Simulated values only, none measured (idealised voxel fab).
The following process module bears the name voxel released beams.
Square cell edge 5 nm, section width 240 nm, ID cut.
When this document writes out a cross-section, it uses a grid of square cells and lists it as bands, beginning at the top and moving down, with a band standing for one or more rows of cells. For a band, the entry starts with two heights in nm, that of the top and then that of the bottom, and carries on with the band's materials in order from left to right, each alongside its width in nm; the word "full width" beside a single material means it fills the band edge to edge, and "air" means empty space. Height is counted from the level 0, under which the received wafer is composed throughout of one material. The lowest of the bands is not closed at the bottom but continues downward, in the notation "0 and below". Per-row width for "30 to 40": begins at first number (top row of band), ends at second number (bottom row), increment between rows held constant. No cell of the cross-section changed in a step that is given as "same as before". Empty spaces counting at least 8 cells and having no open way to the top are listed in "Encapsulated voids". The notation width x height at distance is used for each, the distance being from the left edge and all three values in nm. Step line, after settings: the simulator's comment on this step. "overlay nm" answers the question of how far to the right of plan the mask lay on a step that has a mask, and when it is negative the answer is to the left.

Steps in the process plan
| 1 | RECEIVE, material Si |
| 2 | CONFORMAL_DEP, material SiN, thk nm 10 |
| 3 | DIRECTIONAL_DEP, material SiO2, thk nm 10 |
| 4 | PATTERN, tone open, mask id ANCHOR, material resist, width nm 45, thk nm 20, overlay nm 0 |
| 5 | DIRECTIONAL_ETCH, etch materials SiO2, depth nm 10 |
| 6 | STRIP, etch materials resist |
| 7 | CONFORMAL_DEP, material W, thk nm 15 |
| 8 | MASKED_ETCH, tone cover, mask id BEAM, width nm 95, etch materials W, depth nm 15, overlay nm 0 |
| 9 | STRIP, etch materials SiO2 |
The plan's step 8 width nm is the first wafer's value; the wafers differ in this setting and start identical.

Here's the first of the wafers in cross-section, just as we got it, i.e. after step 1
	0 and below  Si full width
	Encapsulated voids: none

Take a look at the first of several wafers in cross-section: the module is done, and step 9 was its last step
	35 down to 25  air: 70, then W: 15, then air: 15, then W: 65, then air: 75
	25 down to 20  air: 70, then W: 95, then air: 75
	20 down to 10  air: 70, then W: 45, then air: 125
	10 down to 0  SiN full width
	0 and below  Si full width
	Encapsulated voids: none

Wafer cross-section (last wafer, module end)
	35 down to 25  air: 60, then W: 25, then air: 15, then W: 80, then air: 60
	25 down to 20  air: 60, then W: 120, then air: 60
	20 down to 10  air: 70, then W: 45, then air: 125
	10 down to 0  SiN full width
	0 and below  Si full width
	Encapsulated voids: none

Below, a row for every wafer. Read it as the end-of-module picture: for each material the wafer shows its cells gained (+) or lost (-) since it was received, and then its closed voids
width nm 95; +96 SiN; +69 W; Encapsulated voids: none
width nm 100; +96 SiN; +72 W; Encapsulated voids: none
width nm 105; +96 SiN; +75 W; Encapsulated voids: none
width nm 110; +96 SiN; +78 W; Encapsulated voids: none
width nm 115; +96 SiN; +81 W; Encapsulated voids: none
width nm 120; +96 SiN; +84 W; Encapsulated voids: none
